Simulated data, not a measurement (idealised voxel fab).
process module | voxel transistor to metal
cross-section cut | 205 nm wide | cells 5 nm
A cross-section is a grid of square cells, given in bands from the top down. A band is one or more rows of cells.
Each band's line starts with the height of the band's top and of its bottom, in nm. Then come its materials from left to right, each with its width in nm. One material with "throughout" fills the band from edge to edge. "air" is empty space.
Height 0 is the level under which the wafer as received is all one material. The lowest band goes on downwards, as in "0 down".
A width such as "30 to 40" changes by the same amount from each row of cells to the next, from the band's top row to its bottom row.
"no change" after a step means that no cell of the cross-section changed.
closed voids: empty space of 8 cells or more with no open way to the top, each as width x height at its distance from the left edge, in nm
after a step's settings: what the simulator itself notes on the step
overlay nm, on a step with a mask: how far to the right of its planned place the mask lay; to the left if negative
plan
1 op RECEIVE | material Si
2 op CONFORMAL_DEP | material SiO2 | thk nm 5
3 op CONFORMAL_DEP | material SiN | thk nm 10
4 op DIRECTIONAL_DEP | material aC | thk nm 15
5 op PATTERN | tone cover | mask id ACTIVE | material resist | width nm 110 | thk nm 35 | overlay nm 0
6 op DIRECTIONAL_ETCH | etch materials aC | depth nm 15
7 op STRIP | etch materials resist
8 op DIRECTIONAL_ETCH | etch materials SiN | depth nm 10
9 op DIRECTIONAL_ETCH | etch materials SiO2 | depth nm 5
10 op DIRECTIONAL_ETCH | etch materials Si | depth nm 35
11 op STRIP | etch materials aC
12 op OXIDIZE | depth nm 5
13 op FILL_DEP | material SiO2 | thk nm 10
14 op CMP | height nm 15
15 op SELECTIVE_ETCH | etch materials SiO2 | depth nm 10
16 op STRIP | etch materials SiN
17 op SELECTIVE_ETCH | etch materials SiO2 | depth nm 5
18 op OXIDIZE | depth nm 5
19 op DIRECTIONAL_DEP | material polySi | thk nm 25
20 op DIRECTIONAL_DEP | material SiCN | thk nm 10
21 op DIRECTIONAL_DEP | material aC | thk nm 10
22 op PATTERN | tone cover | mask id GATE | material resist | width nm 20 | thk nm 25 | overlay nm 0
23 op DIRECTIONAL_ETCH | etch materials aC | depth nm 10
24 op STRIP | etch materials resist
25 op DIRECTIONAL_ETCH | etch materials SiCN | depth nm 20
26 op DIRECTIONAL_ETCH | etch materials polySi | depth nm 35
27 op STRIP | etch materials aC
28 op CONFORMAL_DEP | material SiO2 | thk nm 5
29 op DIRECTIONAL_ETCH | etch materials SiO2 | depth nm 5
30 op CONFORMAL_DEP | material SiN | thk nm 10
31 op DIRECTIONAL_ETCH | etch materials SiN | depth nm 10
32 op DIRECTIONAL_ETCH | etch materials SiO2 | depth nm 5
33 op EPI | material pSi | thk nm 5
34 op FILL_DEP | material SiO2 | thk nm 10
35 op CMP | height nm 35
36 op DIRECTIONAL_DEP | material SiO2 | thk nm 15
37 op MASKED_ETCH | tone open | mask id CONTACT | width nm 30 | pitch nm 60 | etch materials SiO2 | depth nm 50 | overlay nm 0
38 op CONFORMAL_DEP | material TiN | thk nm 5
39 op FILL_DEP | material Ru | thk nm 5
40 op CMP | height nm 50
41 op CONFORMAL_DEP | material SiCN | thk nm 5
42 op DIRECTIONAL_DEP | material SiO2 | thk nm 15
43 op MASKED_ETCH | tone open | mask id METAL_1 | width nm 15 | pitch nm 75 | etch materials SiO2 | depth nm 15 | overlay nm 0
44 op MASKED_ETCH | tone open | mask id METAL_1 | width nm 15 | pitch nm 75 | etch materials SiCN | depth nm 5 | overlay nm 0
45 op CONFORMAL_DEP | material TiN | thk nm 5
46 op FILL_DEP | material Ru | thk nm 10
47 op CMP | height nm 70
48 op CONFORMAL_DEP | material SiCN | thk nm 5
49 op DIRECTIONAL_DEP | material SiO2 | thk nm 30
50 op PATTERN | tone open | mask id METAL_2 | material resist | width nm 15 | pitch nm 75 | thk nm 15 | overlay nm 0
51 op DIRECTIONAL_ETCH | etch materials SiO2 | depth nm 20
52 op STRIP | etch materials resist
53 op MASKED_ETCH | tone open | mask id METAL_2_HOLES | width nm 15 | pitch nm 75 | etch materials SiO2 | depth nm 10 | overlay nm 0
54 op MASKED_ETCH | tone open | mask id METAL_2_HOLES | width nm 15 | pitch nm 75 | etch materials SiCN | depth nm 5 | overlay nm 0
55 op CONFORMAL_DEP | material TiN | thk nm 5
56 op FILL_DEP | material Ru | thk nm 10
57 op CMP | height nm 105
58 op CONFORMAL_DEP | material SiCN | thk nm 5
first wafer, as planned
as received, after step 1
  0 down: Si throughout
  closed voids: none
after step 2
  5 to 0: SiO2 throughout
  below 0: unchanged
after step 3
  15 to 5: SiN throughout
  below 5: unchanged
after step 4
  30 to 15: aC throughout
  below 15: unchanged
after step 5
  65 to 30: air 45 | resist 110 | air 50
  below 30: unchanged
after step 6
  50 to 30: air 45 | resist 110 | air 50
  30 to 15: air 45 | aC 110 | air 50
  below 15: unchanged
after step 7
  30 to 15: air 45 | aC 110 | air 50
  below 15: unchanged
after step 8
  30 to 15: air 45 | aC 110 | air 50
  15 to 5: air 45 | SiN 110 | air 50
  below 5: unchanged
after step 9
  30 to 15: air 45 | aC 110 | air 50
  15 to 5: air 45 | SiN 110 | air 50
  5 to 0: air 45 | SiO2 110 | air 50
  below 0: unchanged
after step 10
  30 to 15: air 45 | aC 110 | air 50
  15 to 5: air 45 | SiN 110 | air 50
  5 to 0: air 45 | SiO2 110 | air 50
  0 to -35: air 45 | Si 110 | air 50
  below -35: unchanged
after step 11
  15 to 5: air 45 | SiN 110 | air 50
  below 5: unchanged
after step 12
  15 to 5: air 45 | SiN 110 | air 50
  5 to 0: air 45 | SiO2 110 | air 50
  0 to -35: air 45 | SiO2 5 | Si 100 | SiO2 5 | air 50
  -35 to -40: SiO2 50 | Si 100 | SiO2 55
  below -40: unchanged
after step 13
  25 to 15: SiO2 throughout
  15 to 5: SiO2 45 | SiN 110 | SiO2 50
  5 to 0: SiO2 throughout
  0 to -40: SiO2 50 | Si 100 | SiO2 55
  below -40: unchanged
after step 14
  15 to 5: SiO2 45 | SiN 110 | SiO2 50
  below 5: unchanged
after step 15
  15 to 5: air 45 | SiN 110 | air 50
  below 5: unchanged
after step 16
  5 to 0: SiO2 throughout
  below 0: unchanged
after step 17
  0 to -40: SiO2 50 | Si 100 | SiO2 55
  below -40: unchanged
after step 18
  0 to -5: SiO2 throughout
  below -5: unchanged
after step 19
  25 to 0: polySi throughout
  below 0: unchanged
after step 20
  35 to 25: SiCN throughout
  below 25: unchanged
after step 21
  45 to 35: aC throughout
  below 35: unchanged
after step 22
  70 to 45: air 90 | resist 20 | air 95
  below 45: unchanged
after step 23
  60 to 45: air 90 | resist 20 | air 95
  45 to 35: air 90 | aC 20 | air 95
  below 35: unchanged
after step 24
  45 to 35: air 90 | aC 20 | air 95
  below 35: unchanged
after step 25
  45 to 35: air 90 | aC 20 | air 95
  35 to 25: air 90 | SiCN 20 | air 95
  below 25: unchanged
after step 26
  45 to 35: air 90 | aC 20 | air 95
  35 to 25: air 90 | SiCN 20 | air 95
  25 to 0: air 90 | polySi 20 | air 95
  below 0: unchanged
after step 27
  35 to 25: air 90 | SiCN 20 | air 95
  below 25: unchanged
after step 28
  40 to 35: air 85 | SiO2 30 | air 90
  35 to 25: air 85 | SiO2 5 | SiCN 20 | SiO2 5 | air 90
  25 to 5: air 85 | SiO2 5 | polySi 20 | SiO2 5 | air 90
  5 to 0: SiO2 90 | polySi 20 | SiO2 95
  below 0: unchanged
after step 29
  35 to 25: air 85 | SiO2 5 | SiCN 20 | SiO2 5 | air 90
  25 to 0: air 85 | SiO2 5 | polySi 20 | SiO2 5 | air 90
  below 0: unchanged
after step 30
  45 to 35: air 75 | SiN 50 | air 80
  35 to 25: air 75 | SiN 10 | SiO2 5 | SiCN 20 | SiO2 5 | SiN 10 | air 80
  25 to 10: air 75 | SiN 10 | SiO2 5 | polySi 20 | SiO2 5 | SiN 10 | air 80
  10 to 0: SiN 85 | SiO2 5 | polySi 20 | SiO2 5 | SiN 90
  below 0: unchanged
after step 31
  35 to 25: air 75 | SiN 10 | SiO2 5 | SiCN 20 | SiO2 5 | SiN 10 | air 80
  25 to 0: air 75 | SiN 10 | SiO2 5 | polySi 20 | SiO2 5 | SiN 10 | air 80
  below 0: unchanged
after step 32
  35 to 30: air 75 | SiN 10 | air 5 | SiCN 20 | air 5 | SiN 10 | air 80
  30 to 25: air 75 | SiN 10 | SiO2 5 | SiCN 20 | SiO2 5 | SiN 10 | air 80
  25 to 0: air 75 | SiN 10 | SiO2 5 | polySi 20 | SiO2 5 | SiN 10 | air 80
  0 to -5: air 75 | SiO2 50 | air 80
  below -5: unchanged
after step 33
  35 to 30: air 75 | SiN 10 | air 5 | SiCN 20 | air 5 | SiN 10 | air 80
  30 to 25: air 75 | SiN 10 | SiO2 5 | SiCN 20 | SiO2 5 | SiN 10 | air 80
  25 to 0: air 75 | SiN 10 | SiO2 5 | polySi 20 | SiO2 5 | SiN 10 | air 80
  0 to -5: air 45 | pSi 30 | SiO2 50 | pSi 30 | air 50
  below -5: unchanged
after step 34
  45 to 35: SiO2 throughout
  35 to 25: SiO2 75 | SiN 10 | SiO2 5 | SiCN 20 | SiO2 5 | SiN 10 | SiO2 80
  25 to 0: SiO2 75 | SiN 10 | SiO2 5 | polySi 20 | SiO2 5 | SiN 10 | SiO2 80
  0 to -5: SiO2 45 | pSi 30 | SiO2 50 | pSi 30 | SiO2 50
  below -5: unchanged
after step 35
  35 to 25: SiO2 75 | SiN 10 | SiO2 5 | SiCN 20 | SiO2 5 | SiN 10 | SiO2 80
  below 25: unchanged
after step 36
  50 to 35: SiO2 throughout
  below 35: unchanged
after step 37
  50 to 35: SiO2 55 | air 30 | SiO2 30 | air 30 | SiO2 60
  35 to 25: SiO2 55 | air 20 | SiN 10 | SiO2 5 | SiCN 20 | SiO2 5 | SiN 10 | air 20 | SiO2 60
  25 to 0: SiO2 55 | air 20 | SiN 10 | SiO2 5 | polySi 20 | SiO2 5 | SiN 10 | air 20 | SiO2 60
  below 0: unchanged
after step 38
  55 to 50: TiN 60 | air 20 | TiN 40 | air 20 | TiN 65
  50 to 40: SiO2 55 | TiN 5 | air 20 | TiN 5 | SiO2 30 | TiN 5 | air 20 | TiN 5 | SiO2 60
  40 to 35: SiO2 55 | TiN 5 | air 10 | TiN 15 | SiO2 30 | TiN 15 | air 10 | TiN 5 | SiO2 60
  35 to 25: SiO2 55 | TiN 5 | air 10 | TiN 5 | SiN 10 | SiO2 5 | SiCN 20 | SiO2 5 | SiN 10 | TiN 5 | air 10 | TiN 5 | SiO2 60
  25 to 5: SiO2 55 | TiN 5 | air 10 | TiN 5 | SiN 10 | SiO2 5 | polySi 20 | SiO2 5 | SiN 10 | TiN 5 | air 10 | TiN 5 | SiO2 60
  5 to 0: SiO2 55 | TiN 20 | SiN 10 | SiO2 5 | polySi 20 | SiO2 5 | SiN 10 | TiN 20 | SiO2 60
  below 0: unchanged
after step 39
  60 to 55: Ru throughout
  55 to 50: TiN 60 | Ru 20 | TiN 40 | Ru 20 | TiN 65
  50 to 40: SiO2 55 | TiN 5 | Ru 20 | TiN 5 | SiO2 30 | TiN 5 | Ru 20 | TiN 5 | SiO2 60
  40 to 35: SiO2 55 | TiN 5 | Ru 10 | TiN 15 | SiO2 30 | TiN 15 | Ru 10 | TiN 5 | SiO2 60
  35 to 25: SiO2 55 | TiN 5 | Ru 10 | TiN 5 | SiN 10 | SiO2 5 | SiCN 20 | SiO2 5 | SiN 10 | TiN 5 | Ru 10 | TiN 5 | SiO2 60
  25 to 5: SiO2 55 | TiN 5 | Ru 10 | TiN 5 | SiN 10 | SiO2 5 | polySi 20 | SiO2 5 | SiN 10 | TiN 5 | Ru 10 | TiN 5 | SiO2 60
  below 5: unchanged
after step 40
  50 to 40: SiO2 55 | TiN 5 | Ru 20 | TiN 5 | SiO2 30 | TiN 5 | Ru 20 | TiN 5 | SiO2 60
  below 40: unchanged
after step 41
  55 to 50: SiCN throughout
  below 50: unchanged
after step 42
  70 to 55: SiO2 throughout
  below 55: unchanged
after step 43
  70 to 55: SiO2 55 | air 15 | SiO2 60 | air 15 | SiO2 60
  below 55: unchanged
after step 44
  70 to 55: SiO2 55 | air 15 | SiO2 60 | air 15 | SiO2 60
  55 to 50: SiCN 55 | air 15 | SiCN 60 | air 15 | SiCN 60
  below 50: unchanged
after step 45
  75 to 70: TiN 60 | air 5 | TiN 70 | air 5 | TiN 65
  70 to 55: SiO2 55 | TiN 5 | air 5 | TiN 5 | SiO2 60 | TiN 5 | air 5 | TiN 5 | SiO2 60
  55 to 50: SiCN 55 | TiN 15 | SiCN 60 | TiN 15 | SiCN 60
  below 50: unchanged
after step 46
  85 to 75: Ru throughout
  75 to 70: TiN 60 | Ru 5 | TiN 70 | Ru 5 | TiN 65
  70 to 55: SiO2 55 | TiN 5 | Ru 5 | TiN 5 | SiO2 60 | TiN 5 | Ru 5 | TiN 5 | SiO2 60
  below 55: unchanged
after step 47
  70 to 55: SiO2 55 | TiN 5 | Ru 5 | TiN 5 | SiO2 60 | TiN 5 | Ru 5 | TiN 5 | SiO2 60
  below 55: unchanged
after step 48
  75 to 70: SiCN throughout
  below 70: unchanged
after step 49
  105 to 75: SiO2 throughout
  below 75: unchanged
after step 50
  120 to 105: resist 55 | air 15 | resist 60 | air 15 | resist 60
  below 105: unchanged
after step 51
  120 to 105: resist 55 | air 15 | resist 60 | air 15 | resist 60
  105 to 85: SiO2 55 | air 15 | SiO2 60 | air 15 | SiO2 60
  below 85: unchanged
after step 52
  105 to 85: SiO2 55 | air 15 | SiO2 60 | air 15 | SiO2 60
  below 85: unchanged
after step 53
  105 to 75: SiO2 55 | air 15 | SiO2 60 | air 15 | SiO2 60
  below 75: unchanged
after step 54
  105 to 75: SiO2 55 | air 15 | SiO2 60 | air 15 | SiO2 60
  75 to 70: SiCN 55 | air 15 | SiCN 60 | air 15 | SiCN 60
  below 70: unchanged
after step 55
  110 to 105: TiN 60 | air 5 | TiN 70 | air 5 | TiN 65
  105 to 75: SiO2 55 | TiN 5 | air 5 | TiN 5 | SiO2 60 | TiN 5 | air 5 | TiN 5 | SiO2 60
  75 to 70: SiCN 55 | TiN 15 | SiCN 60 | TiN 15 | SiCN 60
  below 70: unchanged
after step 56
  120 to 110: Ru throughout
  110 to 105: TiN 60 | Ru 5 | TiN 70 | Ru 5 | TiN 65
  105 to 75: SiO2 55 | TiN 5 | Ru 5 | TiN 5 | SiO2 60 | TiN 5 | Ru 5 | TiN 5 | SiO2 60
  below 75: unchanged
after step 57
  105 to 75: SiO2 55 | TiN 5 | Ru 5 | TiN 5 | SiO2 60 | TiN 5 | Ru 5 | TiN 5 | SiO2 60
  below 75: unchanged
after step 58
  110 to 105: SiCN throughout
  below 105: unchanged
second wafer: like start, like plan, one mistake. Through step 41 it matches the first wafer
when step 42 should have ended: no change
when step 43 should have ended: no change
when step 44 should have ended
  55 to 50: SiCN 55 | air 15 | SiCN 60 | air 15 | SiCN 60
  below 50: unchanged
when step 45 should have ended
  60 to 55: TiN 60 | air 5 | TiN 70 | air 5 | TiN 65
  55 to 50: SiCN 55 | TiN 15 | SiCN 60 | TiN 15 | SiCN 60
  below 50: unchanged
when step 46 should have ended
  70 to 60: Ru throughout
  60 to 55: TiN 60 | Ru 5 | TiN 70 | Ru 5 | TiN 65
  below 55: unchanged
when step 47 should have ended: no change
when step 48 should have ended
  75 to 70: SiCN throughout
  below 70: unchanged
when step 49 should have ended
  105 to 75: SiO2 throughout
  below 75: unchanged
when step 50 should have ended
  120 to 105: resist 55 | air 15 | resist 60 | air 15 | resist 60
  below 105: unchanged
when step 51 should have ended
  120 to 105: resist 55 | air 15 | resist 60 | air 15 | resist 60
  105 to 85: SiO2 55 | air 15 | SiO2 60 | air 15 | SiO2 60
  below 85: unchanged
when step 52 should have ended
  105 to 85: SiO2 55 | air 15 | SiO2 60 | air 15 | SiO2 60
  below 85: unchanged
when step 53 should have ended
  105 to 75: SiO2 55 | air 15 | SiO2 60 | air 15 | SiO2 60
  below 75: unchanged
when step 54 should have ended
  105 to 75: SiO2 55 | air 15 | SiO2 60 | air 15 | SiO2 60
  75 to 70: SiCN 55 | air 15 | SiCN 60 | air 15 | SiCN 60
  below 70: unchanged
when step 55 should have ended
  110 to 105: TiN 60 | air 5 | TiN 70 | air 5 | TiN 65
  105 to 75: SiO2 55 | TiN 5 | air 5 | TiN 5 | SiO2 60 | TiN 5 | air 5 | TiN 5 | SiO2 60
  75 to 70: SiCN 55 | TiN 15 | SiCN 60 | TiN 15 | SiCN 60
  below 70: unchanged
when step 56 should have ended
  120 to 110: Ru throughout
  110 to 105: TiN 60 | Ru 5 | TiN 70 | Ru 5 | TiN 65
  105 to 75: SiO2 55 | TiN 5 | Ru 5 | TiN 5 | SiO2 60 | TiN 5 | Ru 5 | TiN 5 | SiO2 60
  below 75: unchanged
when step 57 should have ended
  105 to 75: SiO2 55 | TiN 5 | Ru 5 | TiN 5 | SiO2 60 | TiN 5 | Ru 5 | TiN 5 | SiO2 60
  below 75: unchanged
when step 58 should have ended
  110 to 105: SiCN throughout
  below 105: unchanged
what went wrong: step 42 was left out
at the end the second wafer has, in cells: 78 more of Ru | 105 fewer of SiO2 | 27 more of TiN
